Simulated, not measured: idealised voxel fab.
This section sets out a process module, namely voxel ribs on slabs.
Section shown: cut. Width: 275 nm. Cell size: 5 nm, square.
Cross-section format: a grid of square cells, given as bands from top to bottom; each band is one or more rows of cells.
Within each band entry, the heights of the top and of the bottom of the band appear first, in that order and in nm; the materials of the band then follow from left to right, each with its corresponding width in nm. The designation "everywhere" on a single material indicates that it fills the band from edge to edge; the designation "blank" indicates empty space.
A quick word on heights: they are counted from 0, and under that level the wafer as it came to us is one material throughout. The lowest band is different from the rest in having no bottom; it simply continues downward, written as in "0 down".
The two numbers in a width such as "30 to 40" mark its ends across the band: the first belongs to the top row of cells, the second to the bottom row, and from each row to the next the width moves by the same amount.
For the purposes of this document, the phrase "nothing different" attached to a step denotes that no cell within the cross-section was modified by that step.
Under "Sealed internal voids" you'll find the enclosed gaps, the ones with no way out to the top, that are 8 cells or bigger; each reads width x height at distance, with distance counted from the left edge, everything in nm.
That trailing text on a step's line, after the settings, is the simulator's own remark on the step.
On any step carrying a mask, the "overlay nm" setting, if present on the step's line, tells how far right of its planned place the mask lay; negative values point to the left.

**The process steps that were planned are listed below**
step 1: RECEIVE | material Si
step 2: DIRECTIONAL_DEP | material SiO2 | thk nm 20
step 3: DIRECTIONAL_DEP | material polySi | thk nm 15
step 4: DIRECTIONAL_DEP | material aC | thk nm 5
step 5: PATTERN | tone cover | mask id RIB | material resist | width nm 15 | thk nm 30 | overlay nm 0
step 6: DIRECTIONAL_ETCH | etch materials aC | depth nm 15
step 7: STRIP | etch materials resist
step 8: DIRECTIONAL_ETCH | etch materials polySi | depth nm 10
step 9: STRIP | etch materials aC
step 10: MASKED_ETCH | tone cover | mask id SLAB | width nm 75 | etch materials polySi | depth nm 5 | overlay nm 0
step 11: FILL_DEP | material SiO2 | thk nm 15
step 12: CMP | height nm 45
step 13: DIRECTIONAL_DEP | material W | thk nm 10
step 14: MASKED_ETCH | tone cover | mask id HEATER | width nm 25 | etch materials W | depth nm 10 | overlay nm 0
step 15: CONFORMAL_DEP | material SiO2 | thk nm 5
Every wafer here starts from the same state; it is the step 4 thk nm that distinguishes them, and the value the plan gives belongs to the first wafer.

**Step 1 complete: as-received cross-section of the first of several wafers**
- 0 down = Si everywhere
- Sealed internal voids: none

**Depicted here is the first of several wafers in cross-section, at module completion following the last step, step 15**
- 60 to 55 = blank 120 nm, then SiO2 35 nm, then blank 120 nm
- 55 to 50 = blank 120 nm, then SiO2 5 nm, then W 25 nm, then SiO2 5 nm, then blank 120 nm
- 50 to 45 = SiO2 125 nm, then W 25 nm, then SiO2 125 nm
- 45 to 35 = SiO2 everywhere
- 35 to 25 = SiO2 130 nm, then polySi 15 nm, then SiO2 130 nm
- 25 to 20 = SiO2 100 nm, then polySi 75 nm, then SiO2 100 nm
- 20 to 0 = SiO2 everywhere
- 0 down = Si everywhere
- Sealed internal voids: none

**Of the several wafers, the last: cross-section at the end of the module**
- 60 to 55 = blank 120 nm, then SiO2 35 nm, then blank 120 nm
- 55 to 50 = blank 120 nm, then SiO2 5 nm, then W 25 nm, then SiO2 5 nm, then blank 120 nm
- 50 to 45 = SiO2 125 nm, then W 25 nm, then SiO2 125 nm
- 45 to 35 = SiO2 everywhere
- 35 to 30 = SiO2 100 nm, then polySi 75 nm, then SiO2 100 nm
- 30 to 20 = polySi everywhere
- 20 to 0 = SiO2 everywhere
- 0 down = Si everywhere
- Sealed internal voids: none

**Per wafer, end of module: cells gained (+) or lost (-) per material since receipt, then closed voids**
thk nm 5; +533 SiO2; +10 W; +21 polySi; Sealed internal voids: none
thk nm 10; +533 SiO2; +10 W; +21 polySi; Sealed internal voids: none
thk nm 15; +533 SiO2; +10 W; +21 polySi; Sealed internal voids: none
thk nm 20; +429 SiO2; +10 W; +125 polySi; Sealed internal voids: none
thk nm 25; +429 SiO2; +10 W; +125 polySi; Sealed internal voids: none
thk nm 30; +429 SiO2; +10 W; +125 polySi; Sealed internal voids: none
